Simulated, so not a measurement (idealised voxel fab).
voxel self aligned vias: a process module
For reference, the cross-section in this document is cut, with width 235 nm and square cells of 5 nm.
Cross-sections here: square-cell grids, written as top-down lists of bands, a band being one or more rows of cells.
Top, bottom (nm), then materials left to right with widths (nm); lone material tagged "edge to edge" fills the whole band edge to edge; "empty" = empty space.
Heads up on the height convention: 0 is the point under which the incoming wafer is all one material, and the lowest band has no bottom, it just keeps going down, like "0 and below".
The width entry "30..40" should be interpreted row by row: the top row of cells in the band takes the first number, the bottom row takes the second number, and the change between adjacent rows is uniform throughout.
Basically "left unchanged" means that step didn't change any cell in the cross-section.
Under "Closed cavity list" you'll find the enclosed gaps, the ones with no way out to the top, that are 8 cells or bigger; each reads width x height at distance, with distance counted from the left edge, everything in nm.
On a step's line, text after the settings is the simulator commenting on that step.
Steps that use a mask can have "overlay nm" on their line. It says how far the mask sat to the right of where it was meant to be. Negative means to the left.

# Here's what the planned process steps look like
step 1: op RECEIVE | material Si
step 2: op CONFORMAL_DEP | material SiO2 | thk nm 10
step 3: op CONFORMAL_DEP | material SiCN | thk nm 5
step 4: op DIRECTIONAL_DEP | material lowk | thk nm 20
step 5: op PATTERN | tone open | mask id LINES | material resist | width nm 25 | pitch nm 65 | thk nm 15 | overlay nm 0
step 6: op DIRECTIONAL_ETCH | etch materials lowk | depth nm 20
step 7: op STRIP | etch materials resist
step 8: op CONFORMAL_DEP | material TiN | thk nm 5
step 9: op FILL_DEP | material Ru | thk nm 5
step 10: op CMP | height nm 35
step 11: op SELECTIVE_ETCH | etch materials W Ru TiN | depth nm 10
step 12: op FILL_DEP | material SiN | thk nm 10
step 13: op CMP | height nm 35
step 14: op DIRECTIONAL_DEP | material lowk | thk nm 20
step 15: op DIRECTIONAL_DEP | material aC | thk nm 10
step 16: op PATTERN | tone open | mask id VIAS | material resist | width nm 25 | thk nm 30 | overlay nm 0
step 17: op DIRECTIONAL_ETCH | etch materials aC | depth nm 10
step 18: op STRIP | etch materials resist
step 19: op DIRECTIONAL_ETCH | etch materials lowk | depth nm 20
step 20: op DIRECTIONAL_ETCH | etch materials SiN | depth nm 10
step 21: op STRIP | etch materials aC
step 22: op CONFORMAL_DEP | material TiN | thk nm 5
step 23: op FILL_DEP | material W | thk nm 10
step 24: op CMP | height nm 55
step 25: op CONFORMAL_DEP | material SiN | thk nm 5
What sets these wafers apart? The width nm at step 16. They all start alike, and the plan carries the first wafer's value.

# So this is the first of several wafers, cross-sectioned as it came to us, meaning it's at the end of step 1
> 0 and below = Si edge to edge
> Closed cavity list: none

# Row per wafer, end-of-module: cell gain (+)/loss (-) by material since the wafer came in, then closed voids
width nm 25 | +6 Ru | +47 SiCN | +57 SiN | +94 SiO2 | +29 TiN | +15 W | +316 lowk | Closed cavity list: none
width nm 30 | +6 Ru | +47 SiCN | +57 SiN | +94 SiO2 | +30 TiN | +18 W | +312 lowk | Closed cavity list: none
width nm 35 | +6 Ru | +47 SiCN | +57 SiN | +94 SiO2 | +31 TiN | +21 W | +308 lowk | Closed cavity list: none
width nm 40 | +6 Ru | +47 SiCN | +57 SiN | +94 SiO2 | +32 TiN | +24 W | +304 lowk | Closed cavity list: none
width nm 45 | +6 Ru | +47 SiCN | +57 SiN | +94 SiO2 | +33 TiN | +27 W | +300 lowk | Closed cavity list: none
width nm 50 | +6 Ru | +47 SiCN | +57 SiN | +94 SiO2 | +34 TiN | +30 W | +296 lowk | Closed cavity list: none
